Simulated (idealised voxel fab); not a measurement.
Name of the process module below: voxel wiring stack
Square cells of 5 nm make up the cross-section cut, whose width is 175 nm.
Cross-section = grid of square cells, listed top down in bands; band = one or more rows. Top, bottom (nm), then materials left to right with widths (nm); lone material tagged "all across" fills the whole band edge to edge; "blank" = empty space. Where do heights start? At 0: under that level the wafer as delivered is made of one material only. And the lowest band has no floor; it just carries on downward, as in "0 and below". The notation "30..40" denotes a width that varies across the rows of cells in the band, beginning at the first number in the top row, finishing at the second number in the bottom row, and changing by an identical amount from each row to the next. What does "stayed the same" mean for a step? It means no cell of the cross-section changed in that step. The label "Internal closed voids" introduces a list of the empty spaces, 8 cells or larger, that have no open way up to the top; each entry in it reads width x height at distance, where the distance is taken from the left edge and all three are stated in nm. after a step's settings: what the simulator itself notes on the step. overlay nm: mask right of planned place by this much (step with mask). Neg. = left.

## Set out below are the planned steps of the process
1: RECEIVE, material Si
2: CONFORMAL_DEP, material SiO2, thk nm 10
3: CONFORMAL_DEP, material SiCN, thk nm 5
4: DIRECTIONAL_DEP, material SiO2, thk nm 25
5: DIRECTIONAL_DEP, material aC, thk nm 15
6: PATTERN, tone open, mask id METAL_1, material resist, width nm 25, pitch nm 40, thk nm 30, overlay nm 0
7: DIRECTIONAL_ETCH, etch materials aC, depth nm 15
8: STRIP, etch materials resist
9: DIRECTIONAL_ETCH, etch materials SiO2, depth nm 25
10: DIRECTIONAL_ETCH, etch materials SiCN, depth nm 5
11: STRIP, etch materials aC
12: CONFORMAL_DEP, material TiN, thk nm 5
13: FILL_DEP, material Ru, thk nm 5
14: CMP, height nm 40
15: EPI, material Ru, thk nm 5
16: FILL_DEP, material SiCN, thk nm 5
17: DIRECTIONAL_DEP, material SiO2, thk nm 25
18: MASKED_ETCH, tone open, mask id METAL_2, width nm 25, pitch nm 40, etch materials SiO2, depth nm 15, overlay nm 0
19: PATTERN, tone open, mask id METAL_2_HOLES, material resist, width nm 15, pitch nm 40, thk nm 15, overlay nm 0
20: DIRECTIONAL_ETCH, etch materials SiO2, depth nm 10
21: DIRECTIONAL_ETCH, etch materials SiCN, depth nm 5
22: STRIP, etch materials resist
23: CONFORMAL_DEP, material TiN, thk nm 5
24: FILL_DEP, material Cu, thk nm 5
25: CMP, height nm 75
26: CONFORMAL_DEP, material SiCN, thk nm 5

## Incoming wafer in cross-section (state: after step 1)
* 0 and below | Si all across
* Internal closed voids: none

## End-of-module XS, first of two wafers, run as planned
* 80 down to 75 | SiCN all across
* 75 down to 65 | 35 SiO2  5 TiN  15 Cu  5 TiN  15 SiO2  5 TiN  15 Cu  5 TiN  15 SiO2  5 TiN  15 Cu  5 TiN  35 SiO2
* 65 down to 60 | 35 SiO2  5 TiN  5 Cu  15 TiN  15 SiO2  5 TiN  5 Cu  15 TiN  15 SiO2  5 TiN  5 Cu  15 TiN  35 SiO2
* 60 down to 50 | 35 SiO2  5 TiN  5 Cu  5 TiN  25 SiO2  5 TiN  5 Cu  5 TiN  25 SiO2  5 TiN  5 Cu  5 TiN  45 SiO2
* 50 down to 45 | 35 SiCN  15 TiN  25 SiCN  15 TiN  25 SiCN  15 TiN  45 SiCN
* 45 down to 40 | 30 SiCN  35 Ru  5 SiCN  35 Ru  5 SiCN  35 Ru  30 SiCN
* 40 down to 15 | 35 SiO2  5 TiN  15 Ru  5 TiN  15 SiO2  5 TiN  15 Ru  5 TiN  15 SiO2  5 TiN  15 Ru  5 TiN  35 SiO2
* 15 down to 10 | 35 SiCN  25 TiN  15 SiCN  25 TiN  15 SiCN  25 TiN  35 SiCN
* 10 down to 0 | SiO2 all across
* 0 and below | Si all across
* Internal closed voids: none

## Wafer two cross-section, module end. Start and plan unchanged from wafer one; one mistake made during the run
* 80 down to 75 | SiCN all across
* 75 down to 65 | 35 SiO2  5 TiN  15 Cu  5 TiN  15 SiO2  5 TiN  15 Cu  5 TiN  15 SiO2  5 TiN  15 Cu  5 TiN  35 SiO2
* 65 down to 60 | 35 SiO2  5 TiN  10 Cu  10 TiN  15 SiO2  5 TiN  10 Cu  10 TiN  15 SiO2  5 TiN  10 Cu  10 TiN  35 SiO2
* 60 down to 50 | 35 SiO2  5 TiN  10 Cu  5 TiN  20 SiO2  5 TiN  10 Cu  5 TiN  20 SiO2  5 TiN  10 Cu  5 TiN  40 SiO2
* 50 down to 45 | 35 SiCN  20 TiN  20 SiCN  20 TiN  20 SiCN  20 TiN  40 SiCN
* 45 down to 40 | 30 SiCN  35 Ru  5 SiCN  35 Ru  5 SiCN  35 Ru  30 SiCN
* 40 down to 15 | 35 SiO2  5 TiN  15 Ru  5 TiN  15 SiO2  5 TiN  15 Ru  5 TiN  15 SiO2  5 TiN  15 Ru  5 TiN  35 SiO2
* 15 down to 10 | 35 SiCN  25 TiN  15 SiCN  25 TiN  15 SiCN  25 TiN  35 SiCN
* 10 down to 0 | SiO2 all across
* 0 and below | Si all across
* Internal closed voids: none
Heads up, the wafer didn't run the way we planned it: off-plan run, step 19, actual operation and settings PATTERN, tone open, mask id METAL_2_HOLES, material resist, width nm 20, pitch nm 40, thk nm 15, overlay nm 0
Final comparison by cell count, materials where the second wafer has more or fewer than the first: Cu +9; SiCN -3; SiO2 -6
